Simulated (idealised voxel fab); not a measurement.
process module | voxel air gaps
cross-section cut | 215 nm wide | cells 5 nm
A cross-section is a grid of square cells, given in bands from the top down. A band is one or more rows of cells.
Each band's line starts with the height of the band's top and of its bottom, in nm. Then come its materials from left to right, each with its width in nm. One material with "throughout" fills the band from edge to edge. "air" is empty space.
Height 0 is the level under which the wafer as received is all one material. The lowest band goes on downwards, as in "0 down".
A width such as "30 to 40" changes by the same amount from each row of cells to the next, from the band's top row to its bottom row.
"no change" after a step means that no cell of the cross-section changed.
closed voids: empty space of 8 cells or more with no open way to the top, each as width x height at its distance from the left edge, in nm
after a step's settings: what the simulator itself notes on the step
overlay nm, on a step with a mask: how far to the right of its planned place the mask lay; to the left if negative
plan
1 op RECEIVE | material Si
2 op CONFORMAL_DEP | material SiO2 | thk nm 10
3 op CONFORMAL_DEP | material SiCN | thk nm 5
4 op DIRECTIONAL_DEP | material lowk | thk nm 35
5 op MASKED_ETCH | tone open | mask id LINES | width nm 15 | pitch nm 50 | etch materials lowk | depth nm 35 | overlay nm 0
6 op CONFORMAL_DEP | material TiN | thk nm 5
7 op FILL_DEP | material Ru | thk nm 10
8 op CMP | height nm 50
9 op EPI | material Ru | thk nm 10
10 op SELECTIVE_ETCH | etch materials lowk | depth nm 45
11 op CONFORMAL_DEP | material SiCN | thk nm 5
varied across the wafers: width nm of step 5. The plan shows the first wafer's value. All wafers start alike
first wafer as received, after step 1
  0 down: Si throughout
  closed voids: none
first wafer at the end, after step 11
  65 to 60: air 10 | SiCN 45 | air 5 | SiCN 45 | air 5 | SiCN 45 | air 5 | SiCN 45 | air 10
  60 to 50: air 10 | SiCN 5 | Ru 35 | SiCN 5 | air 5 | SiCN 5 | Ru 35 | SiCN 5 | air 5 | SiCN 5 | Ru 35 | SiCN 5 | air 5 | SiCN 5 | Ru 35 | SiCN 5 | air 10
  50 to 45: air 10 | SiCN 15 | TiN 5 | Ru 5 | TiN 5 | SiCN 15 | air 5 | SiCN 15 | TiN 5 | Ru 5 | TiN 5 | SiCN 15 | air 5 | SiCN 15 | TiN 5 | Ru 5 | TiN 5 | SiCN 15 | air 5 | SiCN 15 | TiN 5 | Ru 5 | TiN 5 | SiCN 15 | air 10
  45 to 20: air 20 | SiCN 5 | TiN 5 | Ru 5 | TiN 5 | SiCN 5 | air 25 | SiCN 5 | TiN 5 | Ru 5 | TiN 5 | SiCN 5 | air 25 | SiCN 5 | TiN 5 | Ru 5 | TiN 5 | SiCN 5 | air 25 | SiCN 5 | TiN 5 | Ru 5 | TiN 5 | SiCN 5 | air 20
  20 to 15: SiCN 25 | TiN 15 | SiCN 35 | TiN 15 | SiCN 35 | TiN 15 | SiCN 35 | TiN 15 | SiCN 25
  15 to 10: SiCN throughout
  10 to 0: SiO2 throughout
  0 down: Si throughout
  closed voids: none
last wafer at the end
  65 to 60: SiCN throughout
  60 to 50: SiCN 5 | Ru 205 | SiCN 5
  50 to 45: SiCN 15 | TiN 5 | Ru 25 | TiN 5 | lowk 15 | TiN 5 | Ru 25 | TiN 5 | lowk 15 | TiN 5 | Ru 25 | TiN 5 | lowk 15 | TiN 5 | Ru 25 | TiN 5 | SiCN 15
  45 to 20: air 10 | SiCN 5 | TiN 5 | Ru 25 | TiN 5 | lowk 15 | TiN 5 | Ru 25 | TiN 5 | lowk 15 | TiN 5 | Ru 25 | TiN 5 | lowk 15 | TiN 5 | Ru 25 | TiN 5 | SiCN 5 | air 10
  20 to 15: SiCN 15 | TiN 35 | lowk 15 | TiN 35 | lowk 15 | TiN 35 | lowk 15 | TiN 35 | SiCN 15
  15 to 10: SiCN throughout
  10 to 0: SiO2 throughout
  0 down: Si throughout
  closed voids: 10 x 25 at 0; 10 x 25 at 205
each wafer at the end: cells of each material gained (+) or lost (-) since it was received, then its closed voids
width nm 15 | +80 Ru | +190 SiCN | +86 SiO2 | +60 TiN | closed voids: none
width nm 20 | +112 Ru | +190 SiCN | +86 SiO2 | +64 TiN | closed voids: 20 x 25 at 45; 20 x 25 at 95; 20 x 25 at 145
width nm 25 | +144 Ru | +178 SiCN | +86 SiO2 | +68 TiN | closed voids: 15 x 25 at 50; 15 x 25 at 100; 15 x 25 at 150
width nm 30 | +176 Ru | +112 SiCN | +86 SiO2 | +72 TiN | +84 lowk | closed voids: 10 x 25 at 0
width nm 35 | +202 Ru | +112 SiCN | +86 SiO2 | +76 TiN | +63 lowk | closed voids: 10 x 25 at 0; 10 x 25 at 205
